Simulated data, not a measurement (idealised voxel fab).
Process module heading - voxel transistor to metal
The cross-section on display is named cut; it measures 280 nm wide, and its cells are 5 nm squares.
Cross-section layout: square cells on a grid; listed as bands, top to bottom; a band spans one or more cell rows. The entry gives the band's vertical extent as a top height and a bottom height in nm, then its horizontal make-up as materials from left to right, each with a width in nm. "empty" stands for empty space; a single material marked "edge to edge" fills the band edge to edge. The level at which height equals 0 is the one under which the wafer, as it arrives, is entirely one material. No lower edge exists for the bottom band, which continues downward and is notated as in "0..down". The two numbers in a width such as "30 to 40" mark its ends across the band: the first belongs to the top row of cells, the second to the bottom row, and from each row to the next the width moves by the same amount. Step note "nothing changed" = no cross-section cell changed. Entry "Sealed-off cavities". Content: empty spaces with no open connection to the top, size 8 cells or greater. Each: width x height at distance. Distance: from left edge. Unit: nm. Formally, on a step line, whatever follows the settings is a remark that the simulator itself makes on the step. The "overlay nm" setting may appear on a step's line; for a step that uses a mask, it gives how far to the right of its planned position the mask lay, and a negative value indicates the left.

### Set out below are the planned steps of the process
1) RECEIVE (material Si)
2) OXIDIZE (depth nm 5)
3) CONFORMAL_DEP (material SiN; thk nm 10)
4) MASKED_ETCH (tone cover; mask id ACTIVE; width nm 105; pitch nm 125; etch materials SiN; depth nm 10; overlay nm 0)
5) MASKED_ETCH (tone cover; mask id ACTIVE; width nm 105; pitch nm 125; etch materials SiO2; depth nm 5; overlay nm 0)
6) MASKED_ETCH (tone cover; mask id ACTIVE; width nm 105; pitch nm 125; etch materials Si; depth nm 35; overlay nm 0)
7) FILL_DEP (material SiO2; thk nm 5)
8) CMP (height nm 10)
9) SELECTIVE_ETCH (etch materials SiO2; depth nm 10)
10) STRIP (etch materials SiN)
11) SELECTIVE_ETCH (etch materials SiO2; depth nm 5)
12) OXIDIZE (depth nm 5)
13) DIRECTIONAL_DEP (material polySi; thk nm 20)
14) DIRECTIONAL_DEP (material SiCN; thk nm 15)
15) PATTERN (tone cover; mask id GATE; material resist; width nm 25; pitch nm 125; thk nm 15; overlay nm 0)
16) DIRECTIONAL_ETCH (etch materials SiCN; depth nm 25)
17) DIRECTIONAL_ETCH (etch materials polySi; depth nm 30)
18) STRIP (etch materials resist)
19) CONFORMAL_DEP (material SiO2; thk nm 5)
20) DIRECTIONAL_ETCH (etch materials SiO2; depth nm 5)
21) CONFORMAL_DEP (material SiN; thk nm 5)
22) DIRECTIONAL_ETCH (etch materials SiN; depth nm 5)
23) DIRECTIONAL_ETCH (etch materials SiO2; depth nm 5)
24) DIRECTIONAL_ETCH (etch materials Si; depth nm 10)
25) EPI (material SiGe; thk nm 10)
26) FILL_DEP (material SiO2; thk nm 5)
27) CMP (height nm 30)
28) DIRECTIONAL_DEP (material SiO2; thk nm 10)
29) MASKED_ETCH (tone open; mask id CONTACT; width nm 20; etch materials SiO2; depth nm 50; overlay nm 0)
30) CONFORMAL_DEP (material TiN; thk nm 5)
31) FILL_DEP (material W; thk nm 5)
32) CMP (height nm 40)
33) CONFORMAL_DEP (material SiN; thk nm 5)
34) DIRECTIONAL_DEP (material lowk; thk nm 15)
35) PATTERN (tone open; mask id METAL_1; material resist; width nm 20; thk nm 15; overlay nm 0)
36) DIRECTIONAL_ETCH (etch materials lowk; depth nm 15)
37) DIRECTIONAL_ETCH (etch materials SiN; depth nm 5)
38) STRIP (etch materials resist)
39) CONFORMAL_DEP (material TiN; thk nm 5)
40) FILL_DEP (material Cu; thk nm 5)
41) CMP (height nm 60)
42) CONFORMAL_DEP (material SiCN; thk nm 5)
43) DIRECTIONAL_DEP (material SiO2; thk nm 30)
44) MASKED_ETCH (tone open; mask id METAL_2_HOLES; width nm 15; pitch nm 125; etch materials SiO2; depth nm 30; overlay nm 0)
45) MASKED_ETCH (tone open; mask id METAL_2; width nm 20; pitch nm 125; etch materials SiO2; depth nm 15; overlay nm 0)
46) MASKED_ETCH (tone open; mask id METAL_2; width nm 20; pitch nm 125; etch materials SiCN; depth nm 5; overlay nm 0)
47) CONFORMAL_DEP (material TiN; thk nm 5)
48) FILL_DEP (material Cu; thk nm 5)
49) CMP (height nm 95)
50) CONFORMAL_DEP (material SiCN; thk nm 5)

### First wafer, two in total, run as planned

### Step 1 complete: cross-section of the wafer as received
0..down: Si edge to edge
Sealed-off cavities: none

### After step 2: wafer cross-section
0..-5: SiO2 edge to edge
Below -5, the layers are the same as they were.

### After step 3: wafer cross-section
10..0: SiN edge to edge
Below 0, the layers are the same as they were.

### After step 4: wafer cross-section
10..0: empty=25, then SiN=105, then empty=20, then SiN=105, then empty=25
Below 0, the layers are the same as they were.

### After step 5: wafer cross-section
10..0: empty=25, then SiN=105, then empty=20, then SiN=105, then empty=25
0..-5: empty=25, then SiO2=105, then empty=20, then SiO2=105, then empty=25
Below -5, the layers are the same as they were.

### After step 6: wafer cross-section
10..0: empty=25, then SiN=105, then empty=20, then SiN=105, then empty=25
0..-5: empty=25, then SiO2=105, then empty=20, then SiO2=105, then empty=25
-5..-40: empty=25, then Si=105, then empty=20, then Si=105, then empty=25
Below -40, the layers are the same as they were.

### After step 7: wafer cross-section
15..10: SiO2 edge to edge
10..0: SiO2=25, then SiN=105, then SiO2=20, then SiN=105, then SiO2=25
0..-5: SiO2 edge to edge
-5..-40: SiO2=25, then Si=105, then SiO2=20, then Si=105, then SiO2=25
Below -40, the layers are the same as they were.

### After step 8: wafer cross-section
10..0: SiO2=25, then SiN=105, then SiO2=20, then SiN=105, then SiO2=25
Below 0, the layers are the same as they were.

### After step 9: wafer cross-section
10..0: empty=25, then SiN=105, then empty=20, then SiN=105, then empty=25
Below 0, the layers are the same as they were.

### After step 10: wafer cross-section
0..-5: SiO2 edge to edge
Below -5, the layers are the same as they were.

### After step 11: wafer cross-section
-5..-40: SiO2=25, then Si=105, then SiO2=20, then Si=105, then SiO2=25
Below -40, the layers are the same as they were.

### After step 12: wafer cross-section
-5..-10: SiO2 edge to edge
Below -10, the layers are the same as they were.

### After step 13: wafer cross-section
15..-5: polySi edge to edge
Below -5, the layers are the same as they were.

### After step 14: wafer cross-section
30..15: SiCN edge to edge
Below 15, the layers are the same as they were.

### After step 15: wafer cross-section
45..30: empty=65, then resist=25, then empty=100, then resist=25, then empty=65
Below 30, the layers are the same as they were.

### After step 16: wafer cross-section
45..30: empty=65, then resist=25, then empty=100, then resist=25, then empty=65
30..15: empty=65, then SiCN=25, then empty=100, then SiCN=25, then empty=65
Below 15, the layers are the same as they were.

### After step 17: wafer cross-section
45..30: empty=65, then resist=25, then empty=100, then resist=25, then empty=65
30..15: empty=65, then SiCN=25, then empty=100, then SiCN=25, then empty=65
15..-5: empty=65, then polySi=25, then empty=100, then polySi=25, then empty=65
Below -5, the layers are the same as they were.

### After step 18: wafer cross-section
30..15: empty=65, then SiCN=25, then empty=100, then SiCN=25, then empty=65
Below 15, the layers are the same as they were.

### After step 19: wafer cross-section
35..30: empty=60, then SiO2=35, then empty=90, then SiO2=35, then empty=60
30..15: empty=60, then SiO2=5, then SiCN=25, then SiO2=5, then empty=90, then SiO2=5, then SiCN=25, then SiO2=5, then empty=60
15..0: empty=60, then SiO2=5, then polySi=25, then SiO2=5, then empty=90, then SiO2=5, then polySi=25, then SiO2=5, then empty=60
0..-5: SiO2=65, then polySi=25, then SiO2=100, then polySi=25, then SiO2=65
Below -5, the layers are the same as they were.

### After step 20: wafer cross-section
30..15: empty=60, then SiO2=5, then SiCN=25, then SiO2=5, then empty=90, then SiO2=5, then SiCN=25, then SiO2=5, then empty=60
15..-5: empty=60, then SiO2=5, then polySi=25, then SiO2=5, then empty=90, then SiO2=5, then polySi=25, then SiO2=5, then empty=60
Below -5, the layers are the same as they were.

### After step 21: wafer cross-section
35..30: empty=55, then SiN=45, then empty=80, then SiN=45, then empty=55
30..15: empty=55, then SiN=5, then SiO2=5, then SiCN=25, then SiO2=5, then SiN=5, then empty=80, then SiN=5, then SiO2=5, then SiCN=25, then SiO2=5, then SiN=5, then empty=55
15..0: empty=55, then SiN=5, then SiO2=5, then polySi=25, then SiO2=5, then SiN=5, then empty=80, then SiN=5, then SiO2=5, then polySi=25, then SiO2=5, then SiN=5, then empty=55
0..-5: SiN=60, then SiO2=5, then polySi=25, then SiO2=5, then SiN=90, then SiO2=5, then polySi=25, then SiO2=5, then SiN=60
Below -5, the layers are the same as they were.

### After step 22: wafer cross-section
30..15: empty=55, then SiN=5, then SiO2=5, then SiCN=25, then SiO2=5, then SiN=5, then empty=80, then SiN=5, then SiO2=5, then SiCN=25, then SiO2=5, then SiN=5, then empty=55
15..-5: empty=55, then SiN=5, then SiO2=5, then polySi=25, then SiO2=5, then SiN=5, then empty=80, then SiN=5, then SiO2=5, then polySi=25, then SiO2=5, then SiN=5, then empty=55
Below -5, the layers are the same as they were.

### After step 23: wafer cross-section
30..25: empty=55, then SiN=5, then empty=5, then SiCN=25, then empty=5, then SiN=5, then empty=80, then SiN=5, then empty=5, then SiCN=25, then empty=5, then SiN=5, then empty=55
25..15: empty=55, then SiN=5, then SiO2=5, then SiCN=25, then SiO2=5, then SiN=5, then empty=80, then SiN=5, then SiO2=5, then SiCN=25, then SiO2=5, then SiN=5, then empty=55
15..-5: empty=55, then SiN=5, then SiO2=5, then polySi=25, then SiO2=5, then SiN=5, then empty=80, then SiN=5, then SiO2=5, then polySi=25, then SiO2=5, then SiN=5, then empty=55
-5..-10: empty=55, then SiO2=45, then empty=80, then SiO2=45, then empty=55
Below -10, the layers are the same as they were.

### After step 24: wafer cross-section
30..25: empty=55, then SiN=5, then empty=5, then SiCN=25, then empty=5, then SiN=5, then empty=80, then SiN=5, then empty=5, then SiCN=25, then empty=5, then SiN=5, then empty=55
25..15: empty=55, then SiN=5, then SiO2=5, then SiCN=25, then SiO2=5, then SiN=5, then empty=80, then SiN=5, then SiO2=5, then SiCN=25, then SiO2=5, then SiN=5, then empty=55
15..-5: empty=55, then SiN=5, then SiO2=5, then polySi=25, then SiO2=5, then SiN=5, then empty=80, then SiN=5, then SiO2=5, then polySi=25, then SiO2=5, then SiN=5, then empty=55
-5..-10: empty=55, then SiO2=45, then empty=80, then SiO2=45, then empty=55
-10..-20: SiO2=25, then empty=30, then Si=45, then empty=30, then SiO2=20, then empty=30, then Si=45, then empty=30, then SiO2=25
Below -20, the layers are the same as they were.

### After step 25: wafer cross-section
30..25: empty=55, then SiN=5, then empty=5, then SiCN=25, then empty=5, then SiN=5, then empty=80, then SiN=5, then empty=5, then SiCN=25, then empty=5, then SiN=5, then empty=55
25..15: empty=55, then SiN=5, then SiO2=5, then SiCN=25, then SiO2=5, then SiN=5, then empty=80, then SiN=5, then SiO2=5, then SiCN=25, then SiO2=5, then SiN=5, then empty=55
15..0: empty=55, then SiN=5, then SiO2=5, then polySi=25, then SiO2=5, then SiN=5, then empty=80, then SiN=5, then SiO2=5, then polySi=25, then SiO2=5, then SiN=5, then empty=55
0..-5: empty=45, then SiGe=10, then SiN=5, then SiO2=5, then polySi=25, then SiO2=5, then SiN=5, then SiGe=10, then empty=60, then SiGe=10, then SiN=5, then SiO2=5, then polySi=25, then SiO2=5, then SiN=5, then SiGe=10, then empty=45
-5..-10: empty=45, then SiGe=10, then SiO2=45, then SiGe=10, then empty=60, then SiGe=10, then SiO2=45, then SiGe=10, then empty=45
-10..-20: SiO2=25, then SiGe=30, then Si=45, then SiGe=30, then SiO2=20, then SiGe=30, then Si=45, then SiGe=30, then SiO2=25
Below -20, the layers are the same as they were.

### After step 26: wafer cross-section
35..30: SiO2 edge to edge
30..15: SiO2=55, then SiN=5, then SiO2=5, then SiCN=25, then SiO2=5, then SiN=5, then SiO2=80, then SiN=5, then SiO2=5, then SiCN=25, then SiO2=5, then SiN=5, then SiO2=55
15..0: SiO2=55, then SiN=5, then SiO2=5, then polySi=25, then SiO2=5, then SiN=5, then SiO2=80, then SiN=5, then SiO2=5, then polySi=25, then SiO2=5, then SiN=5, then SiO2=55
0..-5: SiO2=45, then SiGe=10, then SiN=5, then SiO2=5, then polySi=25, then SiO2=5, then SiN=5, then SiGe=10, then SiO2=60, then SiGe=10, then SiN=5, then SiO2=5, then polySi=25, then SiO2=5, then SiN=5, then SiGe=10, then SiO2=45
-5..-10: SiO2=45, then SiGe=10, then SiO2=45, then SiGe=10, then SiO2=60, then SiGe=10, then SiO2=45, then SiGe=10, then SiO2=45
Below -10, the layers are the same as they were.

### After step 27: wafer cross-section
30..15: SiO2=55, then SiN=5, then SiO2=5, then SiCN=25, then SiO2=5, then SiN=5, then SiO2=80, then SiN=5, then SiO2=5, then SiCN=25, then SiO2=5, then SiN=5, then SiO2=55
Below 15, the layers are the same as they were.

### After step 28: wafer cross-section
40..30: SiO2 edge to edge
Below 30, the layers are the same as they were.

### After step 29: wafer cross-section
40..30: SiO2=30, then empty=20, then SiO2=55, then empty=20, then SiO2=30, then empty=20, then SiO2=55, then empty=20, then SiO2=30
30..15: SiO2=30, then empty=20, then SiO2=5, then SiN=5, then SiO2=5, then SiCN=25, then SiO2=5, then SiN=5, then SiO2=5, then empty=20, then SiO2=30, then empty=20, then SiO2=5, then SiN=5, then SiO2=5, then SiCN=25, then SiO2=5, then SiN=5, then SiO2=5, then empty=20, then SiO2=30
15..0: SiO2=30, then empty=20, then SiO2=5, then SiN=5, then SiO2=5, then polySi=25, then SiO2=5, then SiN=5, then SiO2=5, then empty=20, then SiO2=30, then empty=20, then SiO2=5, then SiN=5, then SiO2=5, then polySi=25, then SiO2=5, then SiN=5, then SiO2=5, then empty=20, then SiO2=30
0..-5: SiO2=30, then empty=15, then SiGe=10, then SiN=5, then SiO2=5, then polySi=25, then SiO2=5, then SiN=5, then SiGe=10, then empty=15, then SiO2=30, then empty=15, then SiGe=10, then SiN=5, then SiO2=5, then polySi=25, then SiO2=5, then SiN=5, then SiGe=10, then empty=15, then SiO2=30
-5..-10: SiO2=30, then empty=15, then SiGe=10, then SiO2=45, then SiGe=10, then empty=15, then SiO2=30, then empty=15, then SiGe=10, then SiO2=45, then SiGe=10, then empty=15, then SiO2=30
Below -10, the layers are the same as they were.

### After step 30: wafer cross-section
45..40: TiN=35, then empty=10, then TiN=65, then empty=10, then TiN=40, then empty=10, then TiN=65, then empty=10, then TiN=35
40..30: SiO2=30, then TiN=5, then empty=10, then TiN=5, then SiO2=55, then TiN=5, then empty=10, then TiN=5, then SiO2=30, then TiN=5, then empty=10, then TiN=5, then SiO2=55, then TiN=5, then empty=10, then TiN=5, then SiO2=30
30..15: SiO2=30, then TiN=5, then empty=10, then TiN=5, then SiO2=5, then SiN=5, then SiO2=5, then SiCN=25, then SiO2=5, then SiN=5, then SiO2=5, then TiN=5, then empty=10, then TiN=5, then SiO2=30, then TiN=5, then empty=10, then TiN=5, then SiO2=5, then SiN=5, then SiO2=5, then SiCN=25, then SiO2=5, then SiN=5, then SiO2=5, then TiN=5, then empty=10, then TiN=5, then SiO2=30
15..5: SiO2=30, then TiN=5, then empty=10, then TiN=5, then SiO2=5, then SiN=5, then SiO2=5, then polySi=25, then SiO2=5, then SiN=5, then SiO2=5, then TiN=5, then empty=10, then TiN=5, then SiO2=30, then TiN=5, then empty=10, then TiN=5, then SiO2=5, then SiN=5, then SiO2=5, then polySi=25, then SiO2=5, then SiN=5, then SiO2=5, then TiN=5, then empty=10, then TiN=5, then SiO2=30
5..0: SiO2=30, then TiN=5, then empty=5, then TiN=10, then SiO2=5, then SiN=5, then SiO2=5, then polySi=25, then SiO2=5, then SiN=5, then SiO2=5, then TiN=10, then empty=5, then TiN=5, then SiO2=30, then TiN=5, then empty=5, then TiN=10, then SiO2=5, then SiN=5, then SiO2=5, then polySi=25, then SiO2=5, then SiN=5, then SiO2=5, then TiN=10, then empty=5, then TiN=5, then SiO2=30
0..-5: SiO2=30, then TiN=5, then empty=5, then TiN=5, then SiGe=10, then SiN=5, then SiO2=5, then polySi=25, then SiO2=5, then SiN=5, then SiGe=10, then TiN=5, then empty=5, then TiN=5, then SiO2=30, then TiN=5, then empty=5, then TiN=5, then SiGe=10, then SiN=5, then SiO2=5, then polySi=25, then SiO2=5, then SiN=5, then SiGe=10, then TiN=5, then empty=5, then TiN=5, then SiO2=30
-5..-10: SiO2=30, then TiN=15, then SiGe=10, then SiO2=45, then SiGe=10, then TiN=15, then SiO2=30, then TiN=15, then SiGe=10, then SiO2=45, then SiGe=10, then TiN=15, then SiO2=30
Below -10, the layers are the same as they were.

### After step 31: wafer cross-section
50..45: W edge to edge
45..40: TiN=35, then W=10, then TiN=65, then W=10, then TiN=40, then W=10, then TiN=65, then W=10, then TiN=35
40..30: SiO2=30, then TiN=5, then W=10, then TiN=5, then SiO2=55, then TiN=5, then W=10, then TiN=5, then SiO2=30, then TiN=5, then W=10, then TiN=5, then SiO2=55, then TiN=5, then W=10, then TiN=5, then SiO2=30
30..15: SiO2=30, then TiN=5, then W=10, then TiN=5, then SiO2=5, then SiN=5, then SiO2=5, then SiCN=25, then SiO2=5, then SiN=5, then SiO2=5, then TiN=5, then W=10, then TiN=5, then SiO2=30, then TiN=5, then W=10, then TiN=5, then SiO2=5, then SiN=5, then SiO2=5, then SiCN=25, then SiO2=5, then SiN=5, then SiO2=5, then TiN=5, then W=10, then TiN=5, then SiO2=30
15..5: SiO2=30, then TiN=5, then W=10, then TiN=5, then SiO2=5, then SiN=5, then SiO2=5, then polySi=25, then SiO2=5, then SiN=5, then SiO2=5, then TiN=5, then W=10, then TiN=5, then SiO2=30, then TiN=5, then W=10, then TiN=5, then SiO2=5, then SiN=5, then SiO2=5, then polySi=25, then SiO2=5, then SiN=5, then SiO2=5, then TiN=5, then W=10, then TiN=5, then SiO2=30
5..0: SiO2=30, then TiN=5, then W=5, then TiN=10, then SiO2=5, then SiN=5, then SiO2=5, then polySi=25, then SiO2=5, then SiN=5, then SiO2=5, then TiN=10, then W=5, then TiN=5, then SiO2=30, then TiN=5, then W=5, then TiN=10, then SiO2=5, then SiN=5, then SiO2=5, then polySi=25, then SiO2=5, then SiN=5, then SiO2=5, then TiN=10, then W=5, then TiN=5, then SiO2=30
0..-5: SiO2=30, then TiN=5, then W=5, then TiN=5, then SiGe=10, then SiN=5, then SiO2=5, then polySi=25, then SiO2=5, then SiN=5, then SiGe=10, then TiN=5, then W=5, then TiN=5, then SiO2=30, then TiN=5, then W=5, then TiN=5, then SiGe=10, then SiN=5, then SiO2=5, then polySi=25, then SiO2=5, then SiN=5, then SiGe=10, then TiN=5, then W=5, then TiN=5, then SiO2=30
Below -5, the layers are the same as they were.

### After step 32: wafer cross-section
40..30: SiO2=30, then TiN=5, then W=10, then TiN=5, then SiO2=55, then TiN=5, then W=10, then TiN=5, then SiO2=30, then TiN=5, then W=10, then TiN=5, then SiO2=55, then TiN=5, then W=10, then TiN=5, then SiO2=30
Below 30, the layers are the same as they were.

### After step 33: wafer cross-section
45..40: SiN edge to edge
Below 40, the layers are the same as they were.

### After step 34: wafer cross-section
60..45: lowk edge to edge
Below 45, the layers are the same as they were.

### After step 35: wafer cross-section
75..60: resist=30, then empty=20, then resist=55, then empty=20, then resist=30, then empty=20, then resist=55, then empty=20, then resist=30
Below 60, the layers are the same as they were.

### After step 36: wafer cross-section
75..60: resist=30, then empty=20, then resist=55, then empty=20, then resist=30, then empty=20, then resist=55, then empty=20, then resist=30
60..45: lowk=30, then empty=20, then lowk=55, then empty=20, then lowk=30, then empty=20, then lowk=55, then empty=20, then lowk=30
Below 45, the layers are the same as they were.

### After step 37: wafer cross-section
75..60: resist=30, then empty=20, then resist=55, then empty=20, then resist=30, then empty=20, then resist=55, then empty=20, then resist=30
60..45: lowk=30, then empty=20, then lowk=55, then empty=20, then lowk=30, then empty=20, then lowk=55, then empty=20, then lowk=30
45..40: SiN=30, then empty=20, then SiN=55, then empty=20, then SiN=30, then empty=20, then SiN=55, then empty=20, then SiN=30
Below 40, the layers are the same as they were.

### After step 38: wafer cross-section
60..45: lowk=30, then empty=20, then lowk=55, then empty=20, then lowk=30, then empty=20, then lowk=55, then empty=20, then lowk=30
Below 45, the layers are the same as they were.

### After step 39: wafer cross-section
65..60: TiN=35, then empty=10, then TiN=65, then empty=10, then TiN=40, then empty=10, then TiN=65, then empty=10, then TiN=35
60..45: lowk=30, then TiN=5, then empty=10, then TiN=5, then lowk=55, then TiN=5, then empty=10, then TiN=5, then lowk=30, then TiN=5, then empty=10, then TiN=5, then lowk=55, then TiN=5, then empty=10, then TiN=5, then lowk=30
45..40: SiN=30, then TiN=20, then SiN=55, then TiN=20, then SiN=30, then TiN=20, then SiN=55, then TiN=20, then SiN=30
Below 40, the layers are the same as they were.

### After step 40: wafer cross-section
70..65: Cu edge to edge
65..60: TiN=35, then Cu=10, then TiN=65, then Cu=10, then TiN=40, then Cu=10, then TiN=65, then Cu=10, then TiN=35
60..45: lowk=30, then TiN=5, then Cu=10, then TiN=5, then lowk=55, then TiN=5, then Cu=10, then TiN=5, then lowk=30, then TiN=5, then Cu=10, then TiN=5, then lowk=55, then TiN=5, then Cu=10, then TiN=5, then lowk=30
Below 45, the layers are the same as they were.

### After step 41: wafer cross-section
60..45: lowk=30, then TiN=5, then Cu=10, then TiN=5, then lowk=55, then TiN=5, then Cu=10, then TiN=5, then lowk=30, then TiN=5, then Cu=10, then TiN=5, then lowk=55, then TiN=5, then Cu=10, then TiN=5, then lowk=30
Below 45, the layers are the same as they were.

### After step 42: wafer cross-section
65..60: SiCN edge to edge
Below 60, the layers are the same as they were.

### After step 43: wafer cross-section
95..65: SiO2 edge to edge
Below 65, the layers are the same as they were.

### After step 44: wafer cross-section
95..65: SiO2=30, then empty=15, then SiO2=110, then empty=15, then SiO2=110
Below 65, the layers are the same as they were.

### After step 45: wafer cross-section
95..80: SiO2=30, then empty=20, then SiO2=105, then empty=20, then SiO2=105
Below 80, the layers are the same as they were.

### After step 46: wafer cross-section
95..80: SiO2=30, then empty=20, then SiO2=105, then empty=20, then SiO2=105
80..65: SiO2=30, then empty=15, then SiO2=110, then empty=15, then SiO2=110
65..60: SiCN=30, then empty=15, then SiCN=110, then empty=15, then SiCN=110
Below 60, the layers are the same as they were.

### After step 47: wafer cross-section
100..95: TiN=35, then empty=10, then TiN=115, then empty=10, then TiN=110
95..85: SiO2=30, then TiN=5, then empty=10, then TiN=5, then SiO2=105, then TiN=5, then empty=10, then TiN=5, then SiO2=105
85..80: SiO2=30, then TiN=5, then empty=5, then TiN=10, then SiO2=105, then TiN=5, then empty=5, then TiN=10, then SiO2=105
80..65: SiO2=30, then TiN=5, then empty=5, then TiN=5, then SiO2=110, then TiN=5, then empty=5, then TiN=5, then SiO2=110
65..60: SiCN=30, then TiN=15, then SiCN=110, then TiN=15, then SiCN=110
Below 60, the layers are the same as they were.

### After step 48: wafer cross-section
105..100: Cu edge to edge
100..95: TiN=35, then Cu=10, then TiN=115, then Cu=10, then TiN=110
95..85: SiO2=30, then TiN=5, then Cu=10, then TiN=5, then SiO2=105, then TiN=5, then Cu=10, then TiN=5, then SiO2=105
85..80: SiO2=30, then TiN=5, then Cu=5, then TiN=10, then SiO2=105, then TiN=5, then Cu=5, then TiN=10, then SiO2=105
80..65: SiO2=30, then TiN=5, then Cu=5, then TiN=5, then SiO2=110, then TiN=5, then Cu=5, then TiN=5, then SiO2=110
Below 65, the layers are the same as they were.

### After step 49: wafer cross-section
95..85: SiO2=30, then TiN=5, then Cu=10, then TiN=5, then SiO2=105, then TiN=5, then Cu=10, then TiN=5, then SiO2=105
Below 85, the layers are the same as they were.

### After step 50: wafer cross-section
100..95: SiCN edge to edge
Below 95, the layers are the same as they were.

### Wafer two. Identical start, identical plan. One mistake in execution. Identical history through step 32

### At the planned end of step 33, the second wafer in cross-section
55..40: lowk edge to edge
Below 40, the layers are the same as they were.

### At the planned end of step 34, the second wafer in cross-section
60..55: SiN edge to edge
Below 55, the layers are the same as they were.

### At the planned end of step 35, the second wafer in cross-section
75..60: resist=30, then empty=20, then resist=55, then empty=20, then resist=30, then empty=20, then resist=55, then empty=20, then resist=30
Below 60, the layers are the same as they were.

At the planned end of step 36, the second wafer in cross-section: nothing changed

### At the planned end of step 37, the second wafer in cross-section
75..60: resist=30, then empty=20, then resist=55, then empty=20, then resist=30, then empty=20, then resist=55, then empty=20, then resist=30
60..55: SiN=30, then empty=20, then SiN=55, then empty=20, then SiN=30, then empty=20, then SiN=55, then empty=20, then SiN=30
Below 55, the layers are the same as they were.

### At the planned end of step 38, the second wafer in cross-section
60..55: SiN=30, then empty=20, then SiN=55, then empty=20, then SiN=30, then empty=20, then SiN=55, then empty=20, then SiN=30
Below 55, the layers are the same as they were.

### At the planned end of step 39, the second wafer in cross-section
65..60: TiN=35, then empty=10, then TiN=65, then empty=10, then TiN=40, then empty=10, then TiN=65, then empty=10, then TiN=35
60..55: SiN=30, then TiN=20, then SiN=55, then TiN=20, then SiN=30, then TiN=20, then SiN=55, then TiN=20, then SiN=30
Below 55, the layers are the same as they were.

### At the planned end of step 40, the second wafer in cross-section
70..65: Cu edge to edge
65..60: TiN=35, then Cu=10, then TiN=65, then Cu=10, then TiN=40, then Cu=10, then TiN=65, then Cu=10, then TiN=35
Below 60, the layers are the same as they were.

### At the planned end of step 41, the second wafer in cross-section
60..55: SiN=30, then TiN=20, then SiN=55, then TiN=20, then SiN=30, then TiN=20, then SiN=55, then TiN=20, then SiN=30
Below 55, the layers are the same as they were.

### At the planned end of step 42, the second wafer in cross-section
65..60: SiCN edge to edge
Below 60, the layers are the same as they were.

### At the planned end of step 43, the second wafer in cross-section
95..65: SiO2 edge to edge
Below 65, the layers are the same as they were.

### At the planned end of step 44, the second wafer in cross-section
95..65: SiO2=30, then empty=15, then SiO2=110, then empty=15, then SiO2=110
Below 65, the layers are the same as they were.

### At the planned end of step 45, the second wafer in cross-section
95..80: SiO2=30, then empty=20, then SiO2=105, then empty=20, then SiO2=105
Below 80, the layers are the same as they were.

### At the planned end of step 46, the second wafer in cross-section
95..80: SiO2=30, then empty=20, then SiO2=105, then empty=20, then SiO2=105
80..65: SiO2=30, then empty=15, then SiO2=110, then empty=15, then SiO2=110
65..60: SiCN=30, then empty=15, then SiCN=110, then empty=15, then SiCN=110
Below 60, the layers are the same as they were.

### At the planned end of step 47, the second wafer in cross-section
100..95: TiN=35, then empty=10, then TiN=115, then empty=10, then TiN=110
95..85: SiO2=30, then TiN=5, then empty=10, then TiN=5, then SiO2=105, then TiN=5, then empty=10, then TiN=5, then SiO2=105
85..80: SiO2=30, then TiN=5, then empty=5, then TiN=10, then SiO2=105, then TiN=5, then empty=5, then TiN=10, then SiO2=105
80..65: SiO2=30, then TiN=5, then empty=5, then TiN=5, then SiO2=110, then TiN=5, then empty=5, then TiN=5, then SiO2=110
65..60: SiCN=30, then TiN=15, then SiCN=110, then TiN=15, then SiCN=110
Below 60, the layers are the same as they were.

### At the planned end of step 48, the second wafer in cross-section
105..100: Cu edge to edge
100..95: TiN=35, then Cu=10, then TiN=115, then Cu=10, then TiN=110
95..85: SiO2=30, then TiN=5, then Cu=10, then TiN=5, then SiO2=105, then TiN=5, then Cu=10, then TiN=5, then SiO2=105
85..80: SiO2=30, then TiN=5, then Cu=5, then TiN=10, then SiO2=105, then TiN=5, then Cu=5, then TiN=10, then SiO2=105
80..65: SiO2=30, then TiN=5, then Cu=5, then TiN=5, then SiO2=110, then TiN=5, then Cu=5, then TiN=5, then SiO2=110
Below 65, the layers are the same as they were.

### At the planned end of step 49, the second wafer in cross-section
95..85: SiO2=30, then TiN=5, then Cu=10, then TiN=5, then SiO2=105, then TiN=5, then Cu=10, then TiN=5, then SiO2=105
Below 85, the layers are the same as they were.

### At the planned end of step 50, the second wafer in cross-section
100..95: SiCN edge to edge
Below 95, the layers are the same as they were.
What was the processing mistake? contrary to the plan, steps 33 and 34 were processed in exchanged order
In the final state, the cell counts of the second wafer exceed or fall short of those of the first for the following materials: Cu -24; TiN -24; lowk +48
